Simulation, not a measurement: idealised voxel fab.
This is a process module. Its name is voxel self aligned vias.
In the cross-section labelled cut, the width is 285 nm and each square cell is 5 nm.
Cross-section spec: square-cell grid; bands listed top down; each band is one or more rows.
Band: top height; bottom height; in nm. Then, left to right: material with width in nm, for each material. "edge to edge": a single material spanning edge to edge. "empty": empty space.
Basically, 0 is our baseline, since under it the wafer straight out of the box is all one material. The bottom band has no lower end and keeps on going down, so it looks like "0 -> down".
Graded width ("30 to 40"): value in top row of band = first number; value in bottom row = second number; row-to-row change constant.
Step note "nothing was modified" = no cross-section cell changed.
Heads up: "Closed void inventory" only lists the empty pockets with no open path to the top that are 8 cells or more, and it writes them as width x height at distance, distance from the left edge, in nm.
Text after the settings on a step's line: the simulator's own remark on that step.
overlay nm: mask right of planned place by this much (step with mask). Neg. = left.
**List of planned process steps**
1. op RECEIVE | material Si
2. op CONFORMAL_DEP | material SiO2 | thk nm 10
3. op CONFORMAL_DEP | material SiCN | thk nm 5
4. op DIRECTIONAL_DEP | material lowk | thk nm 25
5. op PATTERN | tone open | mask id LINES | material resist | width nm 25 | pitch nm 70 | thk nm 15 | overlay nm 0
6. op DIRECTIONAL_ETCH | etch materials lowk | depth nm 25
7. op STRIP | etch materials resist
8. op CONFORMAL_DEP | material TiN | thk nm 5
9. op FILL_DEP | material Ru | thk nm 10
10. op CMP | height nm 40
11. op SELECTIVE_ETCH | etch materials W Ru TiN | depth nm 5
12. op FILL_DEP | material SiN | thk nm 10
13. op CMP | height nm 40
14. op DIRECTIONAL_DEP | material lowk | thk nm 20
15. op DIRECTIONAL_DEP | material aC | thk nm 15
16. op PATTERN | tone open | mask id VIAS | material resist | width nm 45 | pitch nm 70 | thk nm 30 | overlay nm 0
17. op DIRECTIONAL_ETCH | etch materials aC | depth nm 15
18. op STRIP | etch materials resist
19. op DIRECTIONAL_ETCH | etch materials lowk | depth nm 20
20. op DIRECTIONAL_ETCH | etch materials SiN | depth nm 5
21. op STRIP | etch materials aC
22. op CONFORMAL_DEP | material TiN | thk nm 5
23. op FILL_DEP | material Cu | thk nm 10
24. op CMP | height nm 60
25. op CONFORMAL_DEP | material SiCN | thk nm 5
**The cross-section here shows the wafer as received, i.e. in its state after step 1**
  0 -> down  Si edge to edge
  Closed void inventory: none
**first wafer at the end, as planned**
  65 -> 60  SiCN edge to edge
  60 -> 45  85 of lowk, then 5 of TiN, then 35 of Cu, then 5 of TiN, then 25 of lowk, then 5 of TiN, then 35 of Cu, then 5 of TiN, then 85 of lowk
  45 -> 40  85 of lowk, then 15 of TiN, then 15 of Cu, then 15 of TiN, then 25 of lowk, then 15 of TiN, then 15 of Cu, then 15 of TiN, then 85 of lowk
  40 -> 35  95 of lowk, then 25 of TiN, then 45 of lowk, then 25 of TiN, then 95 of lowk
  35 -> 20  95 of lowk, then 5 of TiN, then 15 of Ru, then 5 of TiN, then 45 of lowk, then 5 of TiN, then 15 of Ru, then 5 of TiN, then 95 of lowk
  20 -> 15  95 of lowk, then 25 of TiN, then 45 of lowk, then 25 of TiN, then 95 of lowk
  15 -> 10  SiCN edge to edge
  10 -> 0  SiO2 edge to edge
  0 -> down  Si edge to edge
  Closed void inventory: none
**Wafer two, end of module, cross-section. Same start, same plan as wafer one. One mistake in the run**
  65 -> 60  SiCN edge to edge
  60 -> 40  85 of lowk, then 5 of TiN, then 35 of Cu, then 5 of TiN, then 25 of lowk, then 5 of TiN, then 35 of Cu, then 5 of TiN, then 85 of lowk
  40 -> 35  85 of lowk, then 45 of TiN, then 25 of lowk, then 45 of TiN, then 85 of lowk
  35 -> 20  95 of lowk, then 5 of TiN, then 15 of Ru, then 5 of TiN, then 45 of lowk, then 5 of TiN, then 15 of Ru, then 5 of TiN, then 95 of lowk
  20 -> 15  95 of lowk, then 25 of TiN, then 45 of lowk, then 25 of TiN, then 95 of lowk
  15 -> 10  SiCN edge to edge
  10 -> 0  SiO2 edge to edge
  0 -> down  Si edge to edge
  Closed void inventory: none
Short version of what went wrong: it should be noted that step 19 was executed with settings other than those planned, the operation and settings actually applied being op DIRECTIONAL_ETCH | etch materials lowk | depth nm 25
Wafer comparison, final, in cells, second relative to first, materials more or fewer: Cu: 8 more | lowk: 8 fewer
